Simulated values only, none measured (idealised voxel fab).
Process module heading - voxel wiring stack
In the cross-section labelled cut, the width is 180 nm and each square cell is 5 nm.
The cross-sections in this document take the form of a grid made of square cells. They are written out as bands, in order from top to bottom. Each band consists of one or more rows of cells.
What a band's entry tells you: where the top is and where the bottom is, as heights in nm, and after that what lies inside, material by material from left to right, each with its width in nm. Empty space is written as the word "air", and a single material marked with the word "edge to edge" occupies the band from edge to edge.
The level at which height equals 0 is the one under which the wafer, as it arrives, is entirely one material. No lower edge exists for the bottom band, which continues downward and is notated as in "0..down".
Top row gets the first number, bottom row gets the second, and each row in between changes by the same step: that is how a band width like "30->40" works.
The designation "stayed the same", where it is given for a processing step, indicates that no cell of the cross-section was altered in the course of that step.
Entry "Unvented internal voids". Content: empty spaces with no open connection to the top, size 8 cells or greater. Each: width x height at distance. Distance: from left edge. Unit: nm.
It should be noted that, on the line of a given step, the content following the step's settings is a remark produced by the simulator itself with respect to that step.
Among the settings permitted on a step's line is "overlay nm"; applied to a step with a mask, it specifies the extent to which the mask lay to the right of its planned position, whereas a negative figure signifies a position to the left.
[The steps planned for the process are as follows]
1) RECEIVE, material Si
2) CONFORMAL_DEP, material SiO2, thk nm 15
3) DIRECTIONAL_DEP, material TiN, thk nm 5
4) DIRECTIONAL_DEP, material W, thk nm 20
5) DIRECTIONAL_DEP, material aC, thk nm 10
6) PATTERN, tone cover, mask id METAL_1, material resist, width nm 30, pitch nm 60, thk nm 25, overlay nm 0
7) DIRECTIONAL_ETCH, etch materials aC, depth nm 10
8) STRIP, etch materials resist
9) DIRECTIONAL_ETCH, etch materials W, depth nm 20
10) DIRECTIONAL_ETCH, etch materials TiN, depth nm 5
11) STRIP, etch materials aC
12) FILL_DEP, material lowk, thk nm 5
13) CMP, height nm 40
14) CONFORMAL_DEP, material SiCN, thk nm 5
15) DIRECTIONAL_DEP, material SiO2, thk nm 20
16) DIRECTIONAL_DEP, material aC, thk nm 15
17) PATTERN, tone open, mask id PLUG_1, material resist, width nm 15, pitch nm 60, thk nm 35, overlay nm 0
18) DIRECTIONAL_ETCH, etch materials aC, depth nm 15
19) STRIP, etch materials resist
20) DIRECTIONAL_ETCH, etch materials SiO2, depth nm 20
21) DIRECTIONAL_ETCH, etch materials SiCN, depth nm 5
22) STRIP, etch materials aC
23) EPI, material Ru, thk nm 10
24) EPI, material Ru, thk nm 10
25) EPI, material Ru, thk nm 5
26) DIRECTIONAL_DEP, material TiN, thk nm 5
27) DIRECTIONAL_DEP, material Ru, thk nm 15
28) MASKED_ETCH, tone cover, mask id METAL_2, width nm 30, pitch nm 60, etch materials Ru, depth nm 15, overlay nm 0
29) MASKED_ETCH, tone cover, mask id METAL_2, width nm 30, pitch nm 60, etch materials TiN, depth nm 5, overlay nm 0
30) CONFORMAL_DEP, material SiCN, thk nm 5
31) FILL_DEP, material lowk, thk nm 5
32) CMP, height nm 85
33) CONFORMAL_DEP, material SiCN, thk nm 5
[Wafer at receipt (post step 1), cross-section]
    0..down = Si edge to edge
    Unvented internal voids: none
[End-of-module XS, first of two wafers, run as planned]
    90..85 = SiCN edge to edge
    85..70 = lowk 10 nm, SiCN 5 nm, Ru 30 nm, SiCN 5 nm, lowk 20 nm, SiCN 5 nm, Ru 30 nm, SiCN 5 nm, lowk 20 nm, SiCN 5 nm, Ru 30 nm, SiCN 5 nm, lowk 10 nm
    70..65 = SiCN 15 nm, TiN 30 nm, SiCN 30 nm, TiN 30 nm, SiCN 30 nm, TiN 30 nm, SiCN 15 nm
    65..45 = SiO2 15 nm, Ru 15 nm, SiO2 45 nm, Ru 15 nm, SiO2 45 nm, Ru 15 nm, SiO2 30 nm
    45..40 = SiCN 15 nm, Ru 15 nm, SiCN 45 nm, Ru 15 nm, SiCN 45 nm, Ru 15 nm, SiCN 30 nm
    40..20 = lowk 15 nm, W 30 nm, lowk 30 nm, W 30 nm, lowk 30 nm, W 30 nm, lowk 15 nm
    20..15 = lowk 15 nm, TiN 30 nm, lowk 30 nm, TiN 30 nm, lowk 30 nm, TiN 30 nm, lowk 15 nm
    15..0 = SiO2 edge to edge
    0..down = Si edge to edge
    Unvented internal voids: none
[Cross-section at end of module for the second wafer of two, which matched the first in starting point and plan and differed by one mistake in its processing]
    90..85 = SiCN edge to edge
    85..70 = lowk 10 nm, SiCN 5 nm, Ru 30 nm, SiCN 5 nm, lowk 20 nm, SiCN 5 nm, Ru 30 nm, SiCN 5 nm, lowk 20 nm, SiCN 5 nm, Ru 30 nm, SiCN 5 nm, lowk 10 nm
    70..65 = SiCN 15 nm, TiN 30 nm, SiCN 30 nm, TiN 30 nm, SiCN 30 nm, TiN 30 nm, SiCN 15 nm
    65..45 = SiO2 20 nm, Ru 15 nm, SiO2 45 nm, Ru 15 nm, SiO2 45 nm, Ru 15 nm, SiO2 25 nm
    45..40 = SiCN 20 nm, Ru 15 nm, SiCN 45 nm, Ru 15 nm, SiCN 45 nm, Ru 15 nm, SiCN 25 nm
    40..20 = lowk 15 nm, W 30 nm, lowk 30 nm, W 30 nm, lowk 30 nm, W 30 nm, lowk 15 nm
    20..15 = lowk 15 nm, TiN 30 nm, lowk 30 nm, TiN 30 nm, lowk 30 nm, TiN 30 nm, lowk 15 nm
    15..0 = SiO2 edge to edge
    0..down = Si edge to edge
    Unvented internal voids: none
Nonconformance to the process plan: not per plan at step 17, really ran PATTERN, tone open, mask id PLUG_1, material resist, width nm 15, pitch nm 60, thk nm 35, overlay nm 5
Tallied in cells, the final second wafer holds each material in the same quantity as the first, although not at the same places.
